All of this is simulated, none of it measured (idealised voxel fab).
Process module under the name voxel self aligned contacts
Square cell edge 5 nm, section width 240 nm, ID cut.
The cross-sections in this document take the form of a grid made of square cells. They are written out as bands, in order from top to bottom. Each band consists of one or more rows of cells.
First you get the band's top height and its bottom height, in nm, and then the materials it's made of, left to right, with each width in nm. If you see a single material with "all across", that one covers the band edge to edge. "air" is empty space.
Heights from 0 (as-received wafer is one material below). Bottom band endless downward, as "0 down".
Width: "30..40" (first number = top row, second number = bottom row, same change from row to row of cells).
Where the words "everything unchanged" appear for a step, the cross-section shows no cell changed by that step; every cell remained as before.
Under "Enclosed void entries" you'll find the enclosed gaps, the ones with no way out to the top, that are 8 cells or bigger; each reads width x height at distance, with distance counted from the left edge, everything in nm.
Where a step's line continues beyond its settings, the continuation is a remark by the simulator itself on that step.
overlay nm, on a step with a mask: how far to the right of its planned place the mask lay; to the left if negative
Process steps foreseen in the plan
1. RECEIVE: material Si
2. CONFORMAL_DEP: material SiO2, thk nm 5
3. DIRECTIONAL_DEP: material polySi, thk nm 25
4. DIRECTIONAL_DEP: material SiN, thk nm 20
5. DIRECTIONAL_DEP: material aC, thk nm 10
6. PATTERN: tone cover, mask id GATE, material resist, width nm 35, pitch nm 75, thk nm 25, overlay nm 0
7. DIRECTIONAL_ETCH: etch materials aC, depth nm 10
8. STRIP: etch materials resist
9. DIRECTIONAL_ETCH: etch materials SiN, depth nm 20
10. DIRECTIONAL_ETCH: etch materials polySi, depth nm 25
11. STRIP: etch materials aC
12. CONFORMAL_DEP: material SiN, thk nm 10
13. DIRECTIONAL_ETCH: etch materials SiN, depth nm 10
14. FILL_DEP: material SiO2, thk nm 10
15. CMP: height nm 55
16. MASKED_ETCH: tone open, mask id CONTACT, width nm 60, etch materials SiO2, depth nm 55, overlay nm 0
17. CONFORMAL_DEP: material TiN, thk nm 5
18. FILL_DEP: material W, thk nm 5
19. CMP: height nm 55
20. CONFORMAL_DEP: material SiCN, thk nm 5
First wafer out of two, processed as planned
The cross-section here shows the wafer as received, i.e. in its state after step 1
- 0 down | Si all across
- Enclosed void entries: none
Upon completion of step 2, the wafer appears in cross-section as shown
- 5 to 0 | SiO2 all across
- Rest of section, below 0: as before.
Upon completion of step 3, the wafer appears in cross-section as shown
- 30 to 5 | polySi all across
- Rest of section, below 5: as before.
Upon completion of step 4, the wafer appears in cross-section as shown
- 50 to 30 | SiN all across
- Rest of section, below 30: as before.
Upon completion of step 5, the wafer appears in cross-section as shown
- 60 to 50 | aC all across
- Rest of section, below 50: as before.
Upon completion of step 6, the wafer appears in cross-section as shown
- 85 to 60 | air 65; resist 35; air 40; resist 35; air 65
- Rest of section, below 60: as before.
Upon completion of step 7, the wafer appears in cross-section as shown
- 75 to 60 | air 65; resist 35; air 40; resist 35; air 65
- 60 to 50 | air 65; aC 35; air 40; aC 35; air 65
- Rest of section, below 50: as before.
Upon completion of step 8, the wafer appears in cross-section as shown
- 60 to 50 | air 65; aC 35; air 40; aC 35; air 65
- Rest of section, below 50: as before.
Upon completion of step 9, the wafer appears in cross-section as shown
- 60 to 50 | air 65; aC 35; air 40; aC 35; air 65
- 50 to 30 | air 65; SiN 35; air 40; SiN 35; air 65
- Rest of section, below 30: as before.
Upon completion of step 10, the wafer appears in cross-section as shown
- 60 to 50 | air 65; aC 35; air 40; aC 35; air 65
- 50 to 30 | air 65; SiN 35; air 40; SiN 35; air 65
- 30 to 5 | air 65; polySi 35; air 40; polySi 35; air 65
- Rest of section, below 5: as before.
Upon completion of step 11, the wafer appears in cross-section as shown
- 50 to 30 | air 65; SiN 35; air 40; SiN 35; air 65
- Rest of section, below 30: as before.
Upon completion of step 12, the wafer appears in cross-section as shown
- 60 to 30 | air 55; SiN 55; air 20; SiN 55; air 55
- 30 to 15 | air 55; SiN 10; polySi 35; SiN 10; air 20; SiN 10; polySi 35; SiN 10; air 55
- 15 to 5 | SiN 65; polySi 35; SiN 40; polySi 35; SiN 65
- Rest of section, below 5: as before.
Upon completion of step 13, the wafer appears in cross-section as shown
- 50 to 30 | air 55; SiN 55; air 20; SiN 55; air 55
- 30 to 5 | air 55; SiN 10; polySi 35; SiN 10; air 20; SiN 10; polySi 35; SiN 10; air 55
- Rest of section, below 5: as before.
Upon completion of step 14, the wafer appears in cross-section as shown
- 60 to 50 | SiO2 all across
- 50 to 30 | SiO2 55; SiN 55; SiO2 20; SiN 55; SiO2 55
- 30 to 5 | SiO2 55; SiN 10; polySi 35; SiN 10; SiO2 20; SiN 10; polySi 35; SiN 10; SiO2 55
- Rest of section, below 5: as before.
Upon completion of step 15, the wafer appears in cross-section as shown
- 55 to 50 | SiO2 all across
- Rest of section, below 50: as before.
Upon completion of step 16, the wafer appears in cross-section as shown
- 55 to 50 | SiO2 90; air 60; SiO2 90
- 50 to 30 | SiO2 55; SiN 55; air 20; SiN 55; SiO2 55
- 30 to 5 | SiO2 55; SiN 10; polySi 35; SiN 10; air 20; SiN 10; polySi 35; SiN 10; SiO2 55
- 5 to 0 | SiO2 110; air 20; SiO2 110
- Rest of section, below 0: as before.
Upon completion of step 17, the wafer appears in cross-section as shown
- 60 to 55 | TiN 95; air 50; TiN 95
- 55 to 50 | SiO2 90; TiN 25; air 10; TiN 25; SiO2 90
- 50 to 30 | SiO2 55; SiN 55; TiN 5; air 10; TiN 5; SiN 55; SiO2 55
- 30 to 5 | SiO2 55; SiN 10; polySi 35; SiN 10; TiN 5; air 10; TiN 5; SiN 10; polySi 35; SiN 10; SiO2 55
- 5 to 0 | SiO2 110; TiN 20; SiO2 110
- Rest of section, below 0: as before.
Upon completion of step 18, the wafer appears in cross-section as shown
- 65 to 60 | W all across
- 60 to 55 | TiN 95; W 50; TiN 95
- 55 to 50 | SiO2 90; TiN 25; W 10; TiN 25; SiO2 90
- 50 to 30 | SiO2 55; SiN 55; TiN 5; W 10; TiN 5; SiN 55; SiO2 55
- 30 to 5 | SiO2 55; SiN 10; polySi 35; SiN 10; TiN 5; W 10; TiN 5; SiN 10; polySi 35; SiN 10; SiO2 55
- Rest of section, below 5: as before.
Upon completion of step 19, the wafer appears in cross-section as shown
- 55 to 50 | SiO2 90; TiN 25; W 10; TiN 25; SiO2 90
- Rest of section, below 50: as before.
Upon completion of step 20, the wafer appears in cross-section as shown
- 60 to 55 | SiCN all across
- Rest of section, below 55: as before.
Second of two: same start, same plan, one run error; steps up to and including 15 match the first
Second wafer: cross-section at the scheduled end of step 16
- 55 to 50 | SiO2 95; air 50; SiO2 95
- 50 to 30 | SiO2 55; SiN 55; air 20; SiN 55; SiO2 55
- 30 to 5 | SiO2 55; SiN 10; polySi 35; SiN 10; air 20; SiN 10; polySi 35; SiN 10; SiO2 55
- 5 to 0 | SiO2 110; air 20; SiO2 110
- Rest of section, below 0: as before.
Second wafer: cross-section at the scheduled end of step 17
- 60 to 55 | TiN 100; air 40; TiN 100
- 55 to 50 | SiO2 95; TiN 20; air 10; TiN 20; SiO2 95
- 50 to 30 | SiO2 55; SiN 55; TiN 5; air 10; TiN 5; SiN 55; SiO2 55
- 30 to 5 | SiO2 55; SiN 10; polySi 35; SiN 10; TiN 5; air 10; TiN 5; SiN 10; polySi 35; SiN 10; SiO2 55
- 5 to 0 | SiO2 110; TiN 20; SiO2 110
- Rest of section, below 0: as before.
Second wafer: cross-section at the scheduled end of step 18
- 65 to 60 | W all across
- 60 to 55 | TiN 100; W 40; TiN 100
- 55 to 50 | SiO2 95; TiN 20; W 10; TiN 20; SiO2 95
- 50 to 30 | SiO2 55; SiN 55; TiN 5; W 10; TiN 5; SiN 55; SiO2 55
- 30 to 5 | SiO2 55; SiN 10; polySi 35; SiN 10; TiN 5; W 10; TiN 5; SiN 10; polySi 35; SiN 10; SiO2 55
- Rest of section, below 5: as before.
Second wafer: cross-section at the scheduled end of step 19
- 55 to 50 | SiO2 95; TiN 20; W 10; TiN 20; SiO2 95
- Rest of section, below 50: as before.
Second wafer: cross-section at the scheduled end of step 20
- 60 to 55 | SiCN all across
- Rest of section, below 55: as before.
Which mistake was made when the wafer was run? so step 16 ended up running with a different setting than we planned, it ran as MASKED_ETCH: tone open, mask id CONTACT, width nm 50, etch materials SiO2, depth nm 55, overlay nm 0
Materials where the second wafer ends with more or fewer cells than the first: +2 SiO2, -2 TiN
